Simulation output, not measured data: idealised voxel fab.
process module | voxel self aligned vias
cross-section cut | 285 nm wide | cells 5 nm
A cross-section is a grid of square cells, given in bands from the top down. A band is one or more rows of cells.
Each band's line starts with the height of the band's top and of its bottom, in nm. Then come its materials from left to right, each with its width in nm. One material with "throughout" fills the band from edge to edge. "air" is empty space.
Height 0 is the level under which the wafer as received is all one material. The lowest band goes on downwards, as in "0 down".
A width such as "30 to 40" changes by the same amount from each row of cells to the next, from the band's top row to its bottom row.
"no change" after a step means that no cell of the cross-section changed.
closed voids: empty space of 8 cells or more with no open way to the top, each as width x height at its distance from the left edge, in nm
after a step's settings: what the simulator itself notes on the step
overlay nm, on a step with a mask: how far to the right of its planned place the mask lay; to the left if negative
plan
1 op RECEIVE | material Si
2 op CONFORMAL_DEP | material SiO2 | thk nm 15
3 op CONFORMAL_DEP | material SiCN | thk nm 5
4 op DIRECTIONAL_DEP | material lowk | thk nm 30
5 op PATTERN | tone open | mask id LINES | material resist | width nm 20 | pitch nm 65 | thk nm 15 | overlay nm 0
6 op DIRECTIONAL_ETCH | etch materials lowk | depth nm 30
7 op STRIP | etch materials resist
8 op CONFORMAL_DEP | material TiN | thk nm 5
9 op FILL_DEP | material W | thk nm 5
10 op CMP | height nm 50
11 op SELECTIVE_ETCH | etch materials W Ru TiN | depth nm 5
12 op FILL_DEP | material SiN | thk nm 5
13 op CMP | height nm 50
14 op DIRECTIONAL_DEP | material lowk | thk nm 15
15 op MASKED_ETCH | tone open | mask id VIAS | width nm 40 | etch materials lowk | depth nm 15 | overlay nm 0
16 op MASKED_ETCH | tone open | mask id VIAS | width nm 40 | etch materials SiN | depth nm 5 | overlay nm 0
17 op CONFORMAL_DEP | material TiN | thk nm 5
18 op FILL_DEP | material Cu | thk nm 5
19 op CMP | height nm 65
20 op CONFORMAL_DEP | material SiN | thk nm 5
first wafer, as planned
as received, after step 1
  0 down: Si throughout
  closed voids: none
after step 2
  15 to 0: SiO2 throughout
  below 0: unchanged
after step 3
  20 to 15: SiCN throughout
  below 15: unchanged
after step 4
  50 to 20: lowk throughout
  below 20: unchanged
after step 5
  65 to 50: resist 100 | air 20 | resist 45 | air 20 | resist 100
  below 50: unchanged
after step 6
  65 to 50: resist 100 | air 20 | resist 45 | air 20 | resist 100
  50 to 20: lowk 100 | air 20 | lowk 45 | air 20 | lowk 100
  below 20: unchanged
after step 7
  50 to 20: lowk 100 | air 20 | lowk 45 | air 20 | lowk 100
  below 20: unchanged
after step 8
  55 to 50: TiN 105 | air 10 | TiN 55 | air 10 | TiN 105
  50 to 25: lowk 100 | TiN 5 | air 10 | TiN 5 | lowk 45 | TiN 5 | air 10 | TiN 5 | lowk 100
  25 to 20: lowk 100 | TiN 20 | lowk 45 | TiN 20 | lowk 100
  below 20: unchanged
after step 9
  60 to 55: W throughout
  55 to 50: TiN 105 | W 10 | TiN 55 | W 10 | TiN 105
  50 to 25: lowk 100 | TiN 5 | W 10 | TiN 5 | lowk 45 | TiN 5 | W 10 | TiN 5 | lowk 100
  below 25: unchanged
after step 10
  50 to 25: lowk 100 | TiN 5 | W 10 | TiN 5 | lowk 45 | TiN 5 | W 10 | TiN 5 | lowk 100
  below 25: unchanged
after step 11
  50 to 45: lowk 100 | air 20 | lowk 45 | air 20 | lowk 100
  below 45: unchanged
after step 12
  55 to 50: SiN throughout
  50 to 45: lowk 100 | SiN 20 | lowk 45 | SiN 20 | lowk 100
  below 45: unchanged
after step 13
  50 to 45: lowk 100 | SiN 20 | lowk 45 | SiN 20 | lowk 100
  below 45: unchanged
after step 14
  65 to 50: lowk throughout
  below 50: unchanged
after step 15
  65 to 50: lowk 90 | air 40 | lowk 155
  below 50: unchanged
after step 16
  65 to 50: lowk 90 | air 40 | lowk 155
  50 to 45: lowk 100 | air 20 | lowk 45 | SiN 20 | lowk 100
  below 45: unchanged
after step 17
  70 to 65: TiN 95 | air 30 | TiN 160
  65 to 55: lowk 90 | TiN 5 | air 30 | TiN 5 | lowk 155
  55 to 50: lowk 90 | TiN 15 | air 10 | TiN 15 | lowk 155
  50 to 45: lowk 100 | TiN 20 | lowk 45 | SiN 20 | lowk 100
  below 45: unchanged
after step 18
  75 to 70: Cu throughout
  70 to 65: TiN 95 | Cu 30 | TiN 160
  65 to 55: lowk 90 | TiN 5 | Cu 30 | TiN 5 | lowk 155
  55 to 50: lowk 90 | TiN 15 | Cu 10 | TiN 15 | lowk 155
  below 50: unchanged
after step 19
  65 to 55: lowk 90 | TiN 5 | Cu 30 | TiN 5 | lowk 155
  below 55: unchanged
after step 20
  70 to 65: SiN throughout
  below 65: unchanged
second wafer: like start, like plan, one mistake. Through step 14 it matches the first wafer
when step 15 should have ended
  65 to 50: air 90 | lowk 40 | air 155
  below 50: unchanged
when step 16 should have ended: no change
when step 17 should have ended
  70 to 65: air 85 | TiN 50 | air 150
  65 to 55: air 85 | TiN 5 | lowk 40 | TiN 5 | air 150
  55 to 50: TiN 90 | lowk 40 | TiN 155
  below 50: unchanged
when step 18 should have ended
  75 to 70: Cu throughout
  70 to 65: Cu 85 | TiN 50 | Cu 150
  65 to 55: Cu 85 | TiN 5 | lowk 40 | TiN 5 | Cu 150
  below 55: unchanged
when step 19 should have ended
  65 to 55: Cu 85 | TiN 5 | lowk 40 | TiN 5 | Cu 150
  below 55: unchanged
when step 20 should have ended
  70 to 65: SiN throughout
  below 65: unchanged
what went wrong: step 15 ran as: op MASKED_ETCH | tone cover | mask id VIAS | width nm 40 | etch materials lowk | depth nm 15 | overlay nm 0
at the end the second wafer has, in cells: 80 more of Cu | 4 more of SiN | 39 more of TiN | 123 fewer of lowk
